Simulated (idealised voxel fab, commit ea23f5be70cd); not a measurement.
Module name: voxel ribs on slabs (process module)
Cross-sectional view cut (width: 160 nm; square cell size: 5 nm).
For the purposes of this document, a cross-section shall be understood as a grid of square cells, specified as bands listed in top-to-bottom order, each band consisting of one or more rows of cells.
Basically the band line says how high the top is and how high the bottom is, in nm, and then what's in it from left to right, every material with its width in nm. Empty space shows up as "air", and if a single material carries "all across" it runs the full band edge to edge.
For the purposes of this specification, 0 denotes the height below which the wafer in its as-received condition is composed wholly of one material, and the lowermost band, lacking a lower limit, extends downward without end, as expressed in "0 nm and below".
Read "30..40" as a graded width: first number on top, second number at the bottom, same change between each pair of neighbouring rows.
Any step labelled "left unchanged" changed none of the cells in the cross-section.
"Closed void list" specifies each empty space that is not open to the top and that occupies no fewer than 8 cells, using the form width x height at distance, the distance measured from the left edge and all three quantities in nm.
The remark found on a step's line after its settings is issued by the simulator itself and pertains to that step.
The setting "overlay nm" may be written on the line of a step. When the step uses a mask, the value reports how far to the right of the planned place the mask lay, and a negative value reports that it lay to the left.

Process steps - plan
- 1: RECEIVE: material Si
- 2: DIRECTIONAL_DEP: material SiO2, thk nm 20
- 3: DIRECTIONAL_DEP: material polySi, thk nm 20
- 4: MASKED_ETCH: tone cover, mask id RIB, width nm 30, etch materials polySi, depth nm 5, overlay nm 0
- 5: PATTERN: tone cover, mask id SLAB, material resist, width nm 80, thk nm 20, overlay nm 0
- 6: DIRECTIONAL_ETCH: etch materials polySi, depth nm 15
- 7: STRIP: etch materials resist
- 8: FILL_DEP: material SiO2, thk nm 20
- 9: CMP: height nm 55
- 10: DIRECTIONAL_DEP: material W, thk nm 10
- 11: MASKED_ETCH: tone cover, mask id HEATER, width nm 40, etch materials W, depth nm 10, overlay nm 0
- 12: CONFORMAL_DEP: material SiN, thk nm 5

As received (post step 1): cross-section
0 nm and below = Si all across
Closed void list: none

Result of the module, cross-sectioned: start per above, plan per above, one error in how it was run
70 nm to 65 nm = 60 air; 40 SiN; 60 air
65 nm to 60 nm = 60 air; 5 SiN; 30 W; 5 SiN; 60 air
60 nm to 55 nm = 65 SiN; 30 W; 65 SiN
55 nm to 40 nm = SiO2 all across
40 nm to 35 nm = 65 SiO2; 30 polySi; 65 SiO2
35 nm to 20 nm = 40 SiO2; 80 polySi; 40 SiO2
20 nm to 0 nm = SiO2 all across
0 nm and below = Si all across
Closed void list: none
It is concluded that the wafer was processed incorrectly with respect to the plan, in that it should be noted that step 11 was executed with settings other than those planned, the operation and settings actually applied being MASKED_ETCH: tone cover, mask id HEATER, width nm 30, etch materials W, depth nm 10, overlay nm 0
